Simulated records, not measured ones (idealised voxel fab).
Herein follows the process module entitled voxel wiring stack.
240 nm wide, 5 nm square cells: that's cross-section cut.
Cross-section format: a grid of square cells, given as bands from top to bottom; each band is one or more rows of cells. Band: top height; bottom height; in nm. Then, left to right: material with width in nm, for each material. "edge to edge": a single material spanning edge to edge. "air": empty space. Heights from 0 (as-received wafer is one material below). Bottom band endless downward, as "0 and below". A width such as "30 to 40" changes by the same amount from each row of cells to the next, from the band's top row to its bottom row. "nothing altered" for a step: no cell of the cross-section changed in that step. Each empty space that has no open way to the top and spans at least 8 cells appears under "Completely sealed voids" as width x height at distance, the distance counted from the left edge, all in nm. It should be noted that, on the line of a given step, the content following the step's settings is a remark produced by the simulator itself with respect to that step. overlay nm: mask right of planned place by this much (step with mask). Neg. = left.

-- Steps in the process plan
1 RECEIVE,material Si
2 CONFORMAL_DEP,material SiO2,thk nm 10
3 DIRECTIONAL_DEP,material TiN,thk nm 5
4 DIRECTIONAL_DEP,material Ru,thk nm 15
5 PATTERN,tone cover,mask id METAL_1,material resist,width nm 25,pitch nm 40,thk nm 15,overlay nm 0
6 DIRECTIONAL_ETCH,etch materials Ru,depth nm 15
7 DIRECTIONAL_ETCH,etch materials TiN,depth nm 5
8 STRIP,etch materials resist
9 CONFORMAL_DEP,material SiN,thk nm 5
10 FILL_DEP,material SiO2,thk nm 10
11 CMP,height nm 30
12 CONFORMAL_DEP,material SiCN,thk nm 5
13 DIRECTIONAL_DEP,material SiO2,thk nm 35
14 MASKED_ETCH,tone open,mask id METAL_2,width nm 25,pitch nm 40,etch materials SiO2,depth nm 20,overlay nm 0
15 DIRECTIONAL_DEP,material aC,thk nm 15
16 PATTERN,tone open,mask id METAL_2_HOLES,material resist,width nm 15,pitch nm 40,thk nm 30,overlay nm 0
17 DIRECTIONAL_ETCH,etch materials aC,depth nm 15
18 STRIP,etch materials resist
19 DIRECTIONAL_ETCH,etch materials SiO2,depth nm 15
20 DIRECTIONAL_ETCH,etch materials SiCN,depth nm 5
21 STRIP,etch materials aC
22 CONFORMAL_DEP,material TiN,thk nm 5
23 FILL_DEP,material Cu,thk nm 10
24 CMP,height nm 70
25 CONFORMAL_DEP,material SiCN,thk nm 5
26 DIRECTIONAL_DEP,material lowk,thk nm 20
27 PATTERN,tone open,mask id PLUG_2,material resist,width nm 15,pitch nm 80,thk nm 20,overlay nm 0
28 DIRECTIONAL_ETCH,etch materials lowk,depth nm 20
29 DIRECTIONAL_ETCH,etch materials SiCN,depth nm 5
30 STRIP,etch materials resist
31 EPI,material Ru,thk nm 10
32 EPI,material Ru,thk nm 10
33 EPI,material Ru,thk nm 5
34 DIRECTIONAL_DEP,material TiN,thk nm 5
35 DIRECTIONAL_DEP,material W,thk nm 15
36 PATTERN,tone cover,mask id METAL_3,material resist,width nm 25,pitch nm 40,thk nm 20,overlay nm 0
37 DIRECTIONAL_ETCH,etch materials W,depth nm 15
38 DIRECTIONAL_ETCH,etch materials TiN,depth nm 5
39 STRIP,etch materials resist
40 CONFORMAL_DEP,material SiCN,thk nm 5
41 FILL_DEP,material SiO2,thk nm 10
42 CMP,height nm 115
43 CONFORMAL_DEP,material SiCN,thk nm 5
It is noted that the wafers described herein are identical at the outset and are distinguished by the width nm of step 16; the value stated in the plan corresponds to the first wafer.

-- first wafer as received, after step 1
* 0 and below = Si edge to edge
* Completely sealed voids: none

-- The following table contains a row per wafer, in which are reported, at the conclusion of the module, the cells of each material gained (+) or lost (-) since the wafer's receipt, with its closed voids given thereafter
width nm 15, +52 Cu, +90 Ru, +178 SiCN, +52 SiN, +436 SiO2, +116 TiN, +60 W, +168 lowk, Completely sealed voids: none
width nm 20, +68 Cu, +90 Ru, +174 SiCN, +52 SiN, +424 SiO2, +116 TiN, +60 W, +168 lowk, Completely sealed voids: none
width nm 25, +76 Cu, +90 Ru, +174 SiCN, +52 SiN, +412 SiO2, +120 TiN, +60 W, +168 lowk, Completely sealed voids: none
